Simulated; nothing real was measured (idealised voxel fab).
process module | voxel transistor to metal
cross-section cut | 140 nm wide | cells 5 nm
A cross-section is a grid of square cells, given in bands from the top down. A band is one or more rows of cells.
Each band's line starts with the height of the band's top and of its bottom, in nm. Then come its materials from left to right, each with its width in nm. One material with "throughout" fills the band from edge to edge. "air" is empty space.
Height 0 is the level under which the wafer as received is all one material. The lowest band goes on downwards, as in "0 down".
A width such as "30 to 40" changes by the same amount from each row of cells to the next, from the band's top row to its bottom row.
"no change" after a step means that no cell of the cross-section changed.
closed voids: empty space of 8 cells or more with no open way to the top, each as width x height at its distance from the left edge, in nm
after a step's settings: what the simulator itself notes on the step
overlay nm, on a step with a mask: how far to the right of its planned place the mask lay; to the left if negative
plan
1 op RECEIVE | material Si
2 op CONFORMAL_DEP | material SiO2 | thk nm 5
3 op CONFORMAL_DEP | material SiN | thk nm 10
4 op MASKED_ETCH | tone cover | mask id ACTIVE | width nm 95 | etch materials SiN | depth nm 10 | overlay nm 0
5 op MASKED_ETCH | tone cover | mask id ACTIVE | width nm 95 | etch materials SiO2 | depth nm 5 | overlay nm 0
6 op MASKED_ETCH | tone cover | mask id ACTIVE | width nm 95 | etch materials Si | depth nm 35 | overlay nm 0
7 op FILL_DEP | material SiO2 | thk nm 10
8 op CMP | height nm 15
9 op SELECTIVE_ETCH | etch materials SiO2 | depth nm 5
10 op STRIP | etch materials SiN
11 op SELECTIVE_ETCH | etch materials SiO2 | depth nm 5
12 op OXIDIZE | depth nm 5
13 op DIRECTIONAL_DEP | material polySi | thk nm 25
14 op DIRECTIONAL_DEP | material SiCN | thk nm 15
15 op DIRECTIONAL_DEP | material aC | thk nm 10
16 op PATTERN | tone cover | mask id GATE | material resist | width nm 15 | thk nm 25 | overlay nm 0
17 op DIRECTIONAL_ETCH | etch materials aC | depth nm 10
18 op STRIP | etch materials resist
19 op DIRECTIONAL_ETCH | etch materials SiCN | depth nm 25
20 op DIRECTIONAL_ETCH | etch materials polySi | depth nm 35
21 op STRIP | etch materials aC
22 op CONFORMAL_DEP | material SiO2 | thk nm 5
23 op DIRECTIONAL_ETCH | etch materials SiO2 | depth nm 5
24 op CONFORMAL_DEP | material SiN | thk nm 5
25 op DIRECTIONAL_ETCH | etch materials SiN | depth nm 5
26 op DIRECTIONAL_ETCH | etch materials SiO2 | depth nm 5
27 op DIRECTIONAL_ETCH | etch materials Si | depth nm 15
28 op EPI | material nSi | thk nm 20
29 op FILL_DEP | material SiO2 | thk nm 5
30 op CMP | height nm 40
31 op DIRECTIONAL_DEP | material SiO2 | thk nm 10
32 op MASKED_ETCH | tone open | mask id CONTACT | width nm 30 | pitch nm 55 | etch materials SiO2 | depth nm 35 | overlay nm 0
33 op CONFORMAL_DEP | material TiN | thk nm 5
34 op FILL_DEP | material W | thk nm 10
35 op CMP | height nm 50
36 op DIRECTIONAL_DEP | material TiN | thk nm 5
37 op DIRECTIONAL_DEP | material Ru | thk nm 20
38 op DIRECTIONAL_DEP | material aC | thk nm 15
39 op PATTERN | tone cover | mask id METAL_1 | material resist | width nm 20 | pitch nm 65 | thk nm 30 | overlay nm 0
40 op DIRECTIONAL_ETCH | etch materials aC | depth nm 15
41 op STRIP | etch materials resist
42 op DIRECTIONAL_ETCH | etch materials Ru | depth nm 20
43 op DIRECTIONAL_ETCH | etch materials TiN | depth nm 5
44 op STRIP | etch materials aC
45 op CONFORMAL_DEP | material SiCN | thk nm 5
46 op FILL_DEP | material SiO2 | thk nm 10
47 op CMP | height nm 75
48 op CONFORMAL_DEP | material SiN | thk nm 5
as received, after step 1
  0 down: Si throughout
  closed voids: none
first wafer at the end, as planned
  80 to 75: SiN throughout
  75 to 55: SiO2 20 | SiCN 5 | Ru 20 | SiCN 5 | SiO2 35 | SiCN 5 | Ru 20 | SiCN 5 | SiO2 25
  55 to 50: SiCN 25 | TiN 20 | SiCN 45 | TiN 20 | SiCN 30
  50 to 40: SiO2 25 | TiN 5 | W 20 to 15 | TiN 5 to 10 | SiO2 25 | TiN 5 to 10 | W 20 to 15 | TiN 5 | SiO2 30
  40 to 25: SiO2 25 | TiN 5 | W 15 | TiN 5 | SiN 5 | SiO2 5 | SiCN 15 | SiO2 5 | SiN 5 | TiN 5 | W 15 | TiN 5 | SiO2 30
  25 to 20: SiO2 25 | TiN 5 | W 15 | TiN 5 | SiN 5 | SiO2 5 | polySi 15 | SiO2 5 | SiN 5 | TiN 5 | W 15 | TiN 5 | SiO2 30
  20 to 15: SiO2 25 | TiN 25 | SiN 5 | SiO2 5 | polySi 15 | SiO2 5 | SiN 5 | TiN 25 | SiO2 30
  15 to 5: SiO2 15 | nSi 35 | SiN 5 | SiO2 5 | polySi 15 | SiO2 5 | SiN 5 | nSi 35 | SiO2 20
  5 to 0: SiO2 15 | nSi 5 | SiN 5 | nSi 25 | SiN 5 | SiO2 5 | polySi 15 | SiO2 5 | SiN 5 | nSi 25 | SiN 5 | nSi 5 | SiO2 20
  0 to -5: SiO2 25 | nSi 25 | SiO2 35 | nSi 25 | SiO2 30
  -5 to -20: SiO2 20 | Si 5 | nSi 25 | Si 35 | nSi 25 | Si 5 | SiO2 25
  -20 to -35: SiO2 20 | Si 95 | SiO2 25
  -35 down: Si throughout
  closed voids: none
second wafer at the end: like start, like plan, one mistake
  80 to 75: SiN throughout
  75 to 70: SiCN 25 | TiN 20 | SiCN 45 | TiN 20 | SiCN 30
  70 to 50: Ru throughout
  50 to 40: SiO2 25 | TiN 5 | W 20 to 15 | TiN 5 to 10 | SiO2 25 | TiN 5 to 10 | W 20 to 15 | TiN 5 | SiO2 30
  40 to 25: SiO2 25 | TiN 5 | W 15 | TiN 5 | SiN 5 | SiO2 5 | SiCN 15 | SiO2 5 | SiN 5 | TiN 5 | W 15 | TiN 5 | SiO2 30
  25 to 20: SiO2 25 | TiN 5 | W 15 | TiN 5 | SiN 5 | SiO2 5 | polySi 15 | SiO2 5 | SiN 5 | TiN 5 | W 15 | TiN 5 | SiO2 30
  20 to 15: SiO2 25 | TiN 25 | SiN 5 | SiO2 5 | polySi 15 | SiO2 5 | SiN 5 | TiN 25 | SiO2 30
  15 to 5: SiO2 15 | nSi 35 | SiN 5 | SiO2 5 | polySi 15 | SiO2 5 | SiN 5 | nSi 35 | SiO2 20
  5 to 0: SiO2 15 | nSi 5 | SiN 5 | nSi 25 | SiN 5 | SiO2 5 | polySi 15 | SiO2 5 | SiN 5 | nSi 25 | SiN 5 | nSi 5 | SiO2 20
  0 to -5: SiO2 25 | nSi 25 | SiO2 35 | nSi 25 | SiO2 30
  -5 to -20: SiO2 20 | Si 5 | nSi 25 | Si 35 | nSi 25 | Si 5 | SiO2 25
  -20 to -35: SiO2 20 | Si 95 | SiO2 25
  -35 down: Si throughout
  closed voids: none
what went wrong: steps 36 and 37 were swapped
at the end the second wafer has, in cells: 80 more of Ru | 16 fewer of SiCN | 64 fewer of SiO2
